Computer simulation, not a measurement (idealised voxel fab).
process module | voxel transistor to metal
cross-section cut | 160 nm wide | cells 5 nm
A cross-section is a grid of square cells, given in bands from the top down. A band is one or more rows of cells.
Each band's line starts with the height of the band's top and of its bottom, in nm. Then come its materials from left to right, each with its width in nm. One material with "throughout" fills the band from edge to edge. "air" is empty space.
Height 0 is the level under which the wafer as received is all one material. The lowest band goes on downwards, as in "0 down".
A width such as "30 to 40" changes by the same amount from each row of cells to the next, from the band's top row to its bottom row.
"no change" after a step means that no cell of the cross-section changed.
closed voids: empty space of 8 cells or more with no open way to the top, each as width x height at its distance from the left edge, in nm
after a step's settings: what the simulator itself notes on the step
overlay nm, on a step with a mask: how far to the right of its planned place the mask lay; to the left if negative
plan
1 op RECEIVE | material Si
2 op OXIDIZE | depth nm 5
3 op CONFORMAL_DEP | material SiN | thk nm 10
4 op MASKED_ETCH | tone cover | mask id ACTIVE | width nm 110 | etch materials SiN | depth nm 10 | overlay nm 0
5 op MASKED_ETCH | tone cover | mask id ACTIVE | width nm 110 | etch materials SiO2 | depth nm 5 | overlay nm 0
6 op MASKED_ETCH | tone cover | mask id ACTIVE | width nm 110 | etch materials Si | depth nm 25 | overlay nm 0
7 op FILL_DEP | material SiO2 | thk nm 5
8 op CMP | height nm 10
9 op SELECTIVE_ETCH | etch materials SiO2 | depth nm 5
10 op STRIP | etch materials SiN
11 op SELECTIVE_ETCH | etch materials SiO2 | depth nm 5
12 op OXIDIZE | depth nm 5
13 op DIRECTIONAL_DEP | material polySi | thk nm 20
14 op DIRECTIONAL_DEP | material SiCN | thk nm 15
15 op PATTERN | tone cover | mask id GATE | material resist | width nm 20 | thk nm 15 | overlay nm 0
16 op DIRECTIONAL_ETCH | etch materials SiCN | depth nm 25
17 op DIRECTIONAL_ETCH | etch materials polySi | depth nm 30
18 op STRIP | etch materials resist
19 op CONFORMAL_DEP | material SiO2 | thk nm 5
20 op DIRECTIONAL_ETCH | etch materials SiO2 | depth nm 5
21 op CONFORMAL_DEP | material SiN | thk nm 10
22 op DIRECTIONAL_ETCH | etch materials SiN | depth nm 10
23 op DIRECTIONAL_ETCH | etch materials SiO2 | depth nm 5
24 op EPI | material nSi | thk nm 5
25 op FILL_DEP | material SiO2 | thk nm 5
26 op CMP | height nm 15
27 op STRIP | etch materials polySi
28 op SELECTIVE_ETCH | etch materials SiO2 | depth nm 5
29 op CONFORMAL_DEP | material HfO2 | thk nm 5
30 op CONFORMAL_DEP | material TiN | thk nm 5
31 op FILL_DEP | material W | thk nm 5
32 op CMP | height nm 10
33 op DIRECTIONAL_DEP | material SiO2 | thk nm 10
34 op MASKED_ETCH | tone open | mask id CONTACT | width nm 20 | pitch nm 80 | etch materials SiO2 | depth nm 25 | overlay nm 0
35 op CONFORMAL_DEP | material TiN | thk nm 5
36 op FILL_DEP | material W | thk nm 10
37 op CMP | height nm 20
38 op DIRECTIONAL_DEP | material TiN | thk nm 5
39 op DIRECTIONAL_DEP | material W | thk nm 25
40 op MASKED_ETCH | tone cover | mask id METAL_1 | width nm 20 | pitch nm 80 | etch materials W | depth nm 25 | overlay nm 0
41 op MASKED_ETCH | tone cover | mask id METAL_1 | width nm 20 | pitch nm 80 | etch materials TiN | depth nm 5 | overlay nm 0
42 op CONFORMAL_DEP | material SiCN | thk nm 5
43 op FILL_DEP | material lowk | thk nm 10
44 op CMP | height nm 50
45 op CONFORMAL_DEP | material SiCN | thk nm 5
varied across the wafers: width nm of step 15. The plan shows the first wafer's value. All wafers start alike
first wafer as received, after step 1
  0 down: Si throughout
  closed voids: none
each wafer at the end: cells of each material gained (+) or lost (-) since it was received, then its closed voids
width nm 20 | +12 HfO2 | -104 Si | +76 SiCN | +16 SiN | +146 SiO2 | +40 TiN | +58 W | +100 lowk | +8 nSi | closed voids: none
width nm 25 | +13 HfO2 | -104 Si | +76 SiCN | +16 SiN | +143 SiO2 | +41 TiN | +60 W | +100 lowk | +7 nSi | closed voids: none
width nm 30 | +14 HfO2 | -104 Si | +76 SiCN | +16 SiN | +140 SiO2 | +42 TiN | +62 W | +100 lowk | +6 nSi | closed voids: none
width nm 35 | +15 HfO2 | -104 Si | +76 SiCN | +16 SiN | +140 SiO2 | +43 TiN | +61 W | +100 lowk | +5 nSi | closed voids: none
width nm 40 | +16 HfO2 | -104 Si | +76 SiCN | +16 SiN | +140 SiO2 | +44 TiN | +60 W | +100 lowk | +4 nSi | closed voids: none
width nm 45 | +17 HfO2 | -104 Si | +76 SiCN | +16 SiN | +140 SiO2 | +44 TiN | +60 W | +100 lowk | +3 nSi | closed voids: none
